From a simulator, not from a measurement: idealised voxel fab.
Proc. module: voxel transistor to metal
Section cut is 280 nm wide and gridded with 5 nm square cells.
A cross-section in this document is a grid of square cells, and it is written down as bands, the top band listed before the ones below it; a band is made up of one or more rows of cells. A band entry consists of two parts. The first gives the height of the band's top and the height of its bottom, in nm. The rest lists the band's materials from left to right, each with its width in nm. A single material labelled with the word "throughout" fills the band from edge to edge, and the word "blank" marks empty space. We count height from 0. Below that, the starting wafer is all one material. The lowest band never ends at the bottom but goes on down; see "0 and below" for how that is written. The expression "30->40" gives the width at the extremes of the band, the first number at its top row of cells and the second at its bottom row, with the width changing by equal amounts from each row to the next in between. Take "no alterations made" at face value: in the step it is given for, the cross-section changed in none of its cells. "Enclosed empty spaces" lists enclosed empty spaces (at least 8 cells, no open path upward to the top), each as width x height at distance from the left edge, in nm. Formally, on a step line, whatever follows the settings is a remark that the simulator itself makes on the step. Steps that use a mask can have "overlay nm" on their line. It says how far the mask sat to the right of where it was meant to be. Negative means to the left.
## Steps planned for the process
step 1: RECEIVE (material Si)
step 2: CONFORMAL_DEP (material SiO2; thk nm 5)
step 3: CONFORMAL_DEP (material SiN; thk nm 15)
step 4: DIRECTIONAL_DEP (material aC; thk nm 10)
step 5: PATTERN (tone cover; mask id ACTIVE; material resist; width nm 110; pitch nm 130; thk nm 25; overlay nm 0)
step 6: DIRECTIONAL_ETCH (etch materials aC; depth nm 10)
step 7: STRIP (etch materials resist)
step 8: DIRECTIONAL_ETCH (etch materials SiN; depth nm 15)
step 9: DIRECTIONAL_ETCH (etch materials SiO2; depth nm 5)
step 10: DIRECTIONAL_ETCH (etch materials Si; depth nm 20)
step 11: STRIP (etch materials aC)
step 12: FILL_DEP (material SiO2; thk nm 10)
step 13: CMP (height nm 20)
step 14: SELECTIVE_ETCH (etch materials SiO2; depth nm 15)
step 15: STRIP (etch materials SiN)
step 16: SELECTIVE_ETCH (etch materials SiO2; depth nm 5)
step 17: OXIDIZE (depth nm 5)
step 18: DIRECTIONAL_DEP (material polySi; thk nm 25)
step 19: DIRECTIONAL_DEP (material SiCN; thk nm 10)
step 20: MASKED_ETCH (tone cover; mask id GATE; width nm 20; pitch nm 130; etch materials SiCN; depth nm 20; overlay nm 0)
step 21: MASKED_ETCH (tone cover; mask id GATE; width nm 20; pitch nm 130; etch materials polySi; depth nm 35; overlay nm 0)
step 22: CONFORMAL_DEP (material SiN; thk nm 5)
step 23: DIRECTIONAL_ETCH (etch materials SiN; depth nm 5)
step 24: DIRECTIONAL_ETCH (etch materials SiO2; depth nm 5)
step 25: DIRECTIONAL_ETCH (etch materials Si; depth nm 10)
step 26: EPI (material SiGe; thk nm 10)
step 27: FILL_DEP (material SiO2; thk nm 10)
step 28: CMP (height nm 35)
step 29: DIRECTIONAL_DEP (material SiO2; thk nm 10)
step 30: MASKED_ETCH (tone open; mask id CONTACT; width nm 20; etch materials SiO2; depth nm 50; overlay nm 0)
step 31: CONFORMAL_DEP (material TiN; thk nm 5)
step 32: FILL_DEP (material Ru; thk nm 10)
step 33: CMP (height nm 45)
step 34: CONFORMAL_DEP (material SiCN; thk nm 5)
step 35: DIRECTIONAL_DEP (material SiO2; thk nm 20)
step 36: MASKED_ETCH (tone open; mask id METAL_1; width nm 20; etch materials SiO2; depth nm 20; overlay nm 0)
step 37: MASKED_ETCH (tone open; mask id METAL_1; width nm 20; etch materials SiCN; depth nm 5; overlay nm 0)
step 38: CONFORMAL_DEP (material TiN; thk nm 5)
step 39: FILL_DEP (material W; thk nm 5)
step 40: CMP (height nm 70)
step 41: EPI (material Ru; thk nm 5)
step 42: FILL_DEP (material SiCN; thk nm 5)
step 43: DIRECTIONAL_DEP (material lowk; thk nm 25)
step 44: PATTERN (tone open; mask id METAL_2; material resist; width nm 20; pitch nm 130; thk nm 15; overlay nm 0)
step 45: DIRECTIONAL_ETCH (etch materials lowk; depth nm 15)
step 46: STRIP (etch materials resist)
step 47: PATTERN (tone open; mask id METAL_2_HOLES; material resist; width nm 15; pitch nm 130; thk nm 15; overlay nm 0)
step 48: DIRECTIONAL_ETCH (etch materials lowk; depth nm 10)
step 49: DIRECTIONAL_ETCH (etch materials SiCN; depth nm 5)
step 50: STRIP (etch materials resist)
step 51: CONFORMAL_DEP (material TiN; thk nm 5)
step 52: FILL_DEP (material Cu; thk nm 5)
step 53: CMP (height nm 105)
step 54: CONFORMAL_DEP (material SiCN; thk nm 5)
## Incoming wafer in cross-section (state: after step 1)
	0 and below: Si throughout
	Enclosed empty spaces: none
## The plan above was carried out on the starting structure above with one mistake, and this cross-section shows the wafer at the end of the module
	110 down to 105: SiCN throughout
	105 down to 95: 25 lowk, 5 TiN, 10 Cu, 5 TiN, 110 lowk, 5 TiN, 10 Cu, 5 TiN, 105 lowk
	95 down to 90: 25 lowk, 5 TiN, 5 Cu, 10 TiN, 110 lowk, 5 TiN, 5 Cu, 10 TiN, 105 lowk
	90 down to 80: 25 lowk, 5 TiN, 5 Cu, 5 TiN, 115 lowk, 5 TiN, 5 Cu, 5 TiN, 110 lowk
	80 down to 75: 25 SiCN, 15 TiN, 115 SiCN, 15 TiN, 110 SiCN
	75 down to 70: 20 SiCN, 30 Ru, 50 SiCN, 30 Ru, 20 SiCN, 30 Ru, 50 SiCN, 30 Ru, 20 SiCN
	70 down to 50: 25 SiO2, 5 TiN, 10 W, 5 TiN, 60 SiO2, 5 TiN, 10 W, 5 TiN, 30 SiO2, 5 TiN, 10 W, 5 TiN, 60 SiO2, 5 TiN, 10 W, 5 TiN, 25 SiO2
	50 down to 45: 25 SiCN, 20 TiN, 60 SiCN, 20 TiN, 30 SiCN, 20 TiN, 60 SiCN, 20 TiN, 25 SiCN
	45 down to 40: 20 Ru, 5 TiN, 20 SiO2, 5 TiN, 50 Ru, 5 TiN, 20 SiO2, 5 TiN, 20 Ru, 5 TiN, 20 SiO2, 5 TiN, 50 Ru, 5 TiN, 20 SiO2, 5 TiN, 20 Ru
	40 down to 35: 20 Ru, 5 TiN, 20 SiO2, 5 TiN, 5 Ru, 40 TiN, 5 Ru, 5 TiN, 20 SiO2, 5 TiN, 20 Ru, 5 TiN, 20 SiO2, 5 TiN, 5 Ru, 40 TiN, 5 Ru, 5 TiN, 20 SiO2, 5 TiN, 20 Ru
	35 down to 25: 20 Ru, 5 TiN, 20 SiO2, 5 TiN, 5 Ru, 5 TiN, 5 SiN, 20 SiCN, 5 SiN, 5 TiN, 5 Ru, 5 TiN, 20 SiO2, 5 TiN, 20 Ru, 5 TiN, 20 SiO2, 5 TiN, 5 Ru, 5 TiN, 5 SiN, 20 SiCN, 5 SiN, 5 TiN, 5 Ru, 5 TiN, 20 SiO2, 5 TiN, 20 Ru
	25 down to 10: 20 Ru, 5 TiN, 20 SiO2, 5 TiN, 5 Ru, 5 TiN, 5 SiN, 20 polySi, 5 SiN, 5 TiN, 5 Ru, 5 TiN, 20 SiO2, 5 TiN, 20 Ru, 5 TiN, 20 SiO2, 5 TiN, 5 Ru, 5 TiN, 5 SiN, 20 polySi, 5 SiN, 5 TiN, 5 Ru, 5 TiN, 20 SiO2, 5 TiN, 20 Ru
	10 down to 5: 20 Ru, 5 TiN, 20 SiO2, 15 TiN, 5 SiN, 20 polySi, 5 SiN, 15 TiN, 20 SiO2, 5 TiN, 20 Ru, 5 TiN, 20 SiO2, 15 TiN, 5 SiN, 20 polySi, 5 SiN, 15 TiN, 20 SiO2, 5 TiN, 20 Ru
	5 down to 0: 20 Ru, 5 TiN, 20 SiO2, 5 TiN, 10 SiGe, 5 SiN, 20 polySi, 5 SiN, 10 SiGe, 5 TiN, 20 SiO2, 5 TiN, 20 Ru, 5 TiN, 20 SiO2, 5 TiN, 10 SiGe, 5 SiN, 20 polySi, 5 SiN, 10 SiGe, 5 TiN, 20 SiO2, 5 TiN, 20 Ru
	0 down to -5: 25 TiN, 20 SiO2, 5 TiN, 10 SiGe, 30 SiO2, 10 SiGe, 5 TiN, 20 SiO2, 30 TiN, 20 SiO2, 5 TiN, 10 SiGe, 30 SiO2, 10 SiGe, 5 TiN, 20 SiO2, 25 TiN
	-5 down to -15: 20 SiO2, 40 SiGe, 30 Si, 40 SiGe, 20 SiO2, 40 SiGe, 30 Si, 40 SiGe, 20 SiO2
	-15 down to -20: 20 SiO2, 110 Si, 20 SiO2, 110 Si, 20 SiO2
	-20 and below: Si throughout
	Enclosed empty spaces: none
Short version of what went wrong: it should be noted that step 30 was executed with settings other than those planned, the operation and settings actually applied being MASKED_ETCH (tone cover; mask id CONTACT; width nm 20; etch materials SiO2; depth nm 50; overlay nm 0)
